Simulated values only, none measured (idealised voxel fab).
Proc. module: voxel self aligned contacts
Square cells of 5 nm make up the cross-section cut, whose width is 160 nm.
A cross-section in this document is a grid of square cells, and it is written down as bands, the top band listed before the ones below it; a band is made up of one or more rows of cells.
It is stipulated that each band's entry specify, in nanometres, the height of the top of the band and then that of its bottom, followed by the materials of the band in left-to-right sequence, each together with its width in nanometres. A single material marked by the word "throughout" is understood to fill the band from edge to edge; the word "empty" is understood to denote empty space.
Heights are expressed relative to 0, this being the level below which the as-received wafer comprises one material exclusively. The lowest band is unbounded in the downward direction and is denoted as in "from 0 down".
Top row gets the first number, bottom row gets the second, and each row in between changes by the same step: that is how a band width like "30->40" works.
Take "remained the same" at face value: in the step it is given for, the cross-section changed in none of its cells.
Look at "Tabulated closed voids" for the closed voids: empty spaces with no open path to the top, sized 8 cells or up. Each is width x height at distance, distance from the left edge, all nm.
Note: text after step settings on the step line = simulator remark on that step.
The optional step-line setting "overlay nm" applies to steps with a mask and quantifies how far to the right of its planned location the mask lay, a negative value indicating leftward placement.

# Below is the list of planned process steps
1,RECEIVE with material Si
2,OXIDIZE with depth nm 5
3,DIRECTIONAL_DEP with material polySi, thk nm 30
4,DIRECTIONAL_DEP with material SiN, thk nm 25
5,DIRECTIONAL_DEP with material aC, thk nm 15
6,PATTERN with tone cover, mask id GATE, material resist, width nm 15, pitch nm 65, thk nm 35, overlay nm 0
7,DIRECTIONAL_ETCH with etch materials aC, depth nm 15
8,STRIP with etch materials resist
9,DIRECTIONAL_ETCH with etch materials SiN, depth nm 25
10,DIRECTIONAL_ETCH with etch materials polySi, depth nm 30
11,STRIP with etch materials aC
12,CONFORMAL_DEP with material SiN, thk nm 10
13,DIRECTIONAL_ETCH with etch materials SiN, depth nm 10
14,FILL_DEP with material SiO2, thk nm 20
15,CMP with height nm 65
16,MASKED_ETCH with tone open, mask id CONTACT, width nm 50, etch materials SiO2, depth nm 70, overlay nm 0
17,CONFORMAL_DEP with material TiN, thk nm 5
18,FILL_DEP with material Ru, thk nm 5
19,CMP with height nm 65
20,CONFORMAL_DEP with material SiN, thk nm 5
For this document, wafers share an identical start and vary in the step 6 width nm; the plan quotes the first wafer's value.

# Cross-section of the first of several wafers as received (after step 1)
from 0 down | Si throughout
Tabulated closed voids: none

# End of module: cross-section of the first of several wafers after step 20, the last step
from 70 to 65 | SiN throughout
from 65 to 55 | 55 nm SiO2 / 5->15 nm TiN / 40->20 nm Ru / 5->15 nm TiN / 55 nm SiO2
from 55 to 30 | 30 nm SiO2 / 35 nm SiN / 5 nm TiN / 20 nm Ru / 5 nm TiN / 35 nm SiN / 30 nm SiO2
from 30 to 0 | 30 nm SiO2 / 10 nm SiN / 15 nm polySi / 10 nm SiN / 5 nm TiN / 20 nm Ru / 5 nm TiN / 10 nm SiN / 15 nm polySi / 10 nm SiN / 30 nm SiO2
from 0 to -5 | 65 nm SiO2 / 30 nm TiN / 65 nm SiO2
from -5 down | Si throughout
Tabulated closed voids: none

# Cross-sectional view of the final wafer of several at the module's end
from 70 to 65 | SiN throughout
from 65 to 60 | 55 nm SiO2 / 5 nm TiN / 40 nm Ru / 5 nm TiN / 55 nm SiO2
from 60 to 55 | 55 nm SiO2 / 50 nm TiN / 55 nm SiO2
from 55 to 30 | 20 nm SiO2 / 60 nm SiN / 5 nm TiN / 60 nm SiN / 15 nm SiO2
from 30 to 0 | 20 nm SiO2 / 10 nm SiN / 40 nm polySi / 10 nm SiN / 5 nm TiN / 10 nm SiN / 40 nm polySi / 10 nm SiN / 15 nm SiO2
from 0 to -5 | 80 nm SiO2 / 5 nm TiN / 75 nm SiO2
from -5 down | Si throughout
Tabulated closed voids: none

# Note: the following table is arranged by wafer, a row apiece. Each row reports the end-of-module state: per material, cells gained (+) or cells lost (-) compared with the wafer as received; closed voids follow
width nm 15 | +56 Ru | -32 Si | +150 SiN | +202 SiO2 | +36 TiN | +36 polySi | Tabulated closed voids: none
width nm 20 | +44 Ru | -32 Si | +160 SiN | +192 SiO2 | +36 TiN | +48 polySi | Tabulated closed voids: none
width nm 25 | +32 Ru | -32 Si | +170 SiN | +182 SiO2 | +36 TiN | +60 polySi | Tabulated closed voids: none
width nm 30 | +20 Ru | -32 Si | +180 SiN | +172 SiO2 | +36 TiN | +72 polySi | Tabulated closed voids: none
width nm 35 | +8 Ru | -32 Si | +190 SiN | +162 SiO2 | +36 TiN | +84 polySi | Tabulated closed voids: none
width nm 40 | +8 Ru | -32 Si | +200 SiN | +152 SiO2 | +24 TiN | +96 polySi | Tabulated closed voids: none
